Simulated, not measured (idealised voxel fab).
Process module heading - voxel transistor to metal
In the cross-section labelled cut, the width is 215 nm and each square cell is 5 nm.
Bands, listed from the top down, are how a cross-section gets written in this document; the cross-section itself is a grid of square cells, and a band is one or more rows of them.
Heads up on the band format: heights come first, top then bottom, in nm. After that it's the materials left to right, each with its width in nm. A single material flagged "full width" fills the whole band edge to edge, and "air" means there's empty space there.
Zero point of the height axis is 0; under it, received wafer = one material. Lowest band: continues down indefinitely, "0 and below".
A two-number width, for instance "30..40", indicates that the width is equal to the first number in the top row of the band and to the second number in the bottom row, and that it changes by a constant amount per row of cells.
"identical to before" (step): cross-section cells unchanged, all of them.
"Internal closed voids" specifies each empty space that is not open to the top and that occupies no fewer than 8 cells, using the form width x height at distance, the distance measured from the left edge and all three quantities in nm.
What comes after the settings on a step's line is commentary from the simulator itself on that step.
If you see "overlay nm" on a step's line and that step has a mask, it's telling you how far right of where it was planned the mask ended up; a negative number means it went left instead.

**The planned process steps are enumerated hereunder**
| 1 | op RECEIVE | material Si |
| 2 | op OXIDIZE | depth nm 5 |
| 3 | op CONFORMAL_DEP | material SiN | thk nm 10 |
| 4 | op DIRECTIONAL_DEP | material aC | thk nm 15 |
| 5 | op PATTERN | tone cover | mask id ACTIVE | material resist | width nm 115 | thk nm 35 | overlay nm 0 |
| 6 | op DIRECTIONAL_ETCH | etch materials aC | depth nm 15 |
| 7 | op STRIP | etch materials resist |
| 8 | op DIRECTIONAL_ETCH | etch materials SiN | depth nm 10 |
| 9 | op DIRECTIONAL_ETCH | etch materials SiO2 | depth nm 5 |
| 10 | op DIRECTIONAL_ETCH | etch materials Si | depth nm 25 |
| 11 | op STRIP | etch materials aC |
| 12 | op FILL_DEP | material SiO2 | thk nm 15 |
| 13 | op CMP | height nm 10 |
| 14 | op SELECTIVE_ETCH | etch materials SiO2 | depth nm 5 |
| 15 | op STRIP | etch materials SiN |
| 16 | op SELECTIVE_ETCH | etch materials SiO2 | depth nm 5 |
| 17 | op OXIDIZE | depth nm 5 |
| 18 | op DIRECTIONAL_DEP | material polySi | thk nm 20 |
| 19 | op DIRECTIONAL_DEP | material SiCN | thk nm 15 |
| 20 | op MASKED_ETCH | tone cover | mask id GATE | width nm 25 | etch materials SiCN | depth nm 25 | overlay nm 0 |
| 21 | op MASKED_ETCH | tone cover | mask id GATE | width nm 25 | etch materials polySi | depth nm 30 | overlay nm 0 |
| 22 | op CONFORMAL_DEP | material SiO2 | thk nm 5 |
| 23 | op DIRECTIONAL_ETCH | etch materials SiO2 | depth nm 5 |
| 24 | op CONFORMAL_DEP | material SiN | thk nm 5 |
| 25 | op DIRECTIONAL_ETCH | etch materials SiN | depth nm 5 |
| 26 | op DIRECTIONAL_ETCH | etch materials SiO2 | depth nm 5 |
| 27 | op DIRECTIONAL_ETCH | etch materials Si | depth nm 15 |
| 28 | op EPI | material nSi | thk nm 15 |
| 29 | op FILL_DEP | material SiO2 | thk nm 5 |
| 30 | op CMP | height nm 30 |
| 31 | op DIRECTIONAL_DEP | material SiO2 | thk nm 15 |
| 32 | op PATTERN | tone open | mask id CONTACT | material resist | width nm 20 | pitch nm 75 | thk nm 15 | overlay nm 0 |
| 33 | op DIRECTIONAL_ETCH | etch materials SiO2 | depth nm 40 |
| 34 | op STRIP | etch materials resist |
| 35 | op CONFORMAL_DEP | material TiN | thk nm 5 |
| 36 | op FILL_DEP | material Ru | thk nm 10 |
| 37 | op CMP | height nm 45 |
| 38 | op DIRECTIONAL_DEP | material TiN | thk nm 5 |
| 39 | op DIRECTIONAL_DEP | material Ru | thk nm 15 |
| 40 | op DIRECTIONAL_DEP | material aC | thk nm 10 |
| 41 | op PATTERN | tone cover | mask id METAL_1 | material resist | width nm 20 | pitch nm 75 | thk nm 25 | overlay nm 0 |
| 42 | op DIRECTIONAL_ETCH | etch materials aC | depth nm 10 |
| 43 | op STRIP | etch materials resist |
| 44 | op DIRECTIONAL_ETCH | etch materials Ru | depth nm 15 |
| 45 | op DIRECTIONAL_ETCH | etch materials TiN | depth nm 5 |
| 46 | op STRIP | etch materials aC |
| 47 | op FILL_DEP | material lowk | thk nm 10 |
| 48 | op CMP | height nm 65 |
| 49 | op CONFORMAL_DEP | material SiN | thk nm 5 |

**Wafer at receipt (post step 1), cross-section**
0 and below: Si full width
Internal closed voids: none

**End-of-module cross-section of the first of two wafers, processed as planned**
70 down to 65: SiN full width
65 down to 50: lowk 60 nm, then Ru 20 nm, then lowk 55 nm, then Ru 20 nm, then lowk 60 nm
50 down to 45: lowk 60 nm, then TiN 20 nm, then lowk 55 nm, then TiN 20 nm, then lowk 60 nm
45 down to 30: SiO2 60 nm, then TiN 5 nm, then Ru 10 nm, then TiN 5 nm, then SiO2 55 nm, then TiN 5 nm, then Ru 10 nm, then TiN 5 nm, then SiO2 60 nm
30 down to 15: SiO2 60 nm, then TiN 5 nm, then Ru 10 nm, then TiN 5 nm, then SiO2 5 nm, then SiN 5 nm, then SiO2 5 nm, then SiCN 25 nm, then SiO2 5 nm, then SiN 5 nm, then SiO2 5 nm, then TiN 5 nm, then Ru 10 nm, then TiN 5 nm, then SiO2 60 nm
15 down to 10: SiO2 60 nm, then TiN 5 nm, then Ru 10 nm, then TiN 5 nm, then SiO2 5 nm, then SiN 5 nm, then SiO2 5 nm, then polySi 25 nm, then SiO2 5 nm, then SiN 5 nm, then SiO2 5 nm, then TiN 5 nm, then Ru 10 nm, then TiN 5 nm, then SiO2 60 nm
10 down to 5: SiO2 60 nm, then TiN 20 nm, then SiO2 5 nm, then SiN 5 nm, then SiO2 5 nm, then polySi 25 nm, then SiO2 5 nm, then SiN 5 nm, then SiO2 5 nm, then TiN 20 nm, then SiO2 60 nm
5 down to 0: SiO2 50 nm, then nSi 35 nm, then SiN 5 nm, then SiO2 5 nm, then polySi 25 nm, then SiO2 5 nm, then SiN 5 nm, then nSi 35 nm, then SiO2 50 nm
0 down to -5: SiO2 50 nm, then SiN 5 nm, then nSi 30 nm, then SiN 5 nm, then SiO2 5 nm, then polySi 25 nm, then SiO2 5 nm, then SiN 5 nm, then nSi 30 nm, then SiN 5 nm, then SiO2 50 nm
-5 down to -10: SiO2 55 nm, then nSi 30 nm, then SiO2 45 nm, then nSi 30 nm, then SiO2 55 nm
-10 down to -25: SiO2 50 nm, then Si 5 nm, then nSi 30 nm, then Si 45 nm, then nSi 30 nm, then Si 5 nm, then SiO2 50 nm
-25 down to -30: SiO2 50 nm, then Si 115 nm, then SiO2 50 nm
-30 and below: Si full width
Internal closed voids: none

**Wafer two, sectioned after the module: the first wafer's start, the first wafer's plan, and one mistake in how it was run**
70 down to 65: SiN full width
65 down to 50: lowk 60 nm, then Ru 20 nm, then lowk 55 nm, then Ru 20 nm, then lowk 60 nm
50 down to 45: lowk 60 nm, then TiN 20 nm, then lowk 55 nm, then TiN 20 nm, then lowk 60 nm
45 down to 30: SiO2 60 nm, then TiN 5 nm, then Ru 10 nm, then TiN 5 nm, then SiO2 55 nm, then TiN 5 nm, then Ru 10 nm, then TiN 5 nm, then SiO2 60 nm
30 down to 15: SiO2 60 nm, then TiN 5 nm, then Ru 10 nm, then TiN 5 nm, then SiO2 5 nm, then SiN 5 nm, then SiO2 5 nm, then polySi 25 nm, then SiO2 5 nm, then SiN 5 nm, then SiO2 5 nm, then TiN 5 nm, then Ru 10 nm, then TiN 5 nm, then SiO2 60 nm
15 down to 10: SiO2 60 nm, then TiN 20 nm, then SiO2 55 nm, then TiN 20 nm, then SiO2 60 nm
10 down to 0: SiO2 50 nm, then SiN 115 nm, then SiO2 50 nm
0 down to -5: SiO2 full width
-5 down to -30: SiO2 50 nm, then Si 115 nm, then SiO2 50 nm
-30 and below: Si full width
Internal closed voids: none
It is concluded that the wafer was processed incorrectly with respect to the plan, in that step 13 from the plan never happened, it was just skipped
Final wafer comparison in cells, second versus first, more or fewer per material: -4 Ru; +59 Si; -15 SiCN; +36 SiN; +7 SiO2; -4 TiN; -74 nSi; -5 polySi
